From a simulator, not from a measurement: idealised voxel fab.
A process module follows: voxel released beams.
FYI the section here is cut, 215 nm wide, cells are 5 nm squares.
Throughout this document, each cross-section is represented as a grid of square cells and is presented as a sequence of bands enumerated from the top downward, where a band comprises one or more rows of cells.
Heights first: top, then bottom, in nm. Then materials, left to right, each with a width in nm. "full width" on a single material: fills the band edge to edge. "empty": empty space.
Heads up on the height convention: 0 is the point under which the incoming wafer is all one material, and the lowest band has no bottom, it just keeps going down, like "0 -> down".
The notation "30->40" denotes a width that varies across the rows of cells in the band, beginning at the first number in the top row, finishing at the second number in the bottom row, and changing by an identical amount from each row to the next.
"remained the same" (step): cross-section cells unchanged, all of them.
Voids not open to the top, 8 cells minimum: see "Enclosed void catalog". Written width x height at distance; distance is from the left edge; nm.
Anything after a step's settings on that line? It's the simulator's own note about the step.
overlay nm: where the mask lay relative to plan, measured to the right, on steps with a mask; negatives go left.

### Planned step list for the process
- 1: RECEIVE [material Si]
- 2: CONFORMAL_DEP [material Al2O3] [thk nm 5]
- 3: DIRECTIONAL_DEP [material SiO2] [thk nm 10]
- 4: PATTERN [tone open] [mask id ANCHOR] [material resist] [width nm 45] [thk nm 20] [overlay nm 0]
- 5: DIRECTIONAL_ETCH [etch materials SiO2] [depth nm 10]
- 6: STRIP [etch materials resist]
- 7: CONFORMAL_DEP [material W] [thk nm 15]
- 8: MASKED_ETCH [tone cover] [mask id BEAM] [width nm 130] [etch materials W] [depth nm 15] [overlay nm 0]
- 9: STRIP [etch materials SiO2]

### Cross-section, incoming material, after step 1
  0 -> down  Si full width
  Enclosed void catalog: none

### Starting structure and process plan are as shown above, but one mistake was made in running the module; the wafer cross-section at the end of the module follows
  30 -> 20  45 empty; 15 W; 15 empty; 95 W; 45 empty
  20 -> 15  45 empty; 125 W; 45 empty
  15 -> 5  45 empty; 45 W; 125 empty
  5 -> 0  Al2O3 full width
  0 -> down  Si full width
  Enclosed void catalog: none
The plan and the run diverged here: step 8 changed vs plan, executed as MASKED_ETCH [tone cover] [mask id BEAM] [width nm 125] [etch materials W] [depth nm 15] [overlay nm 0]
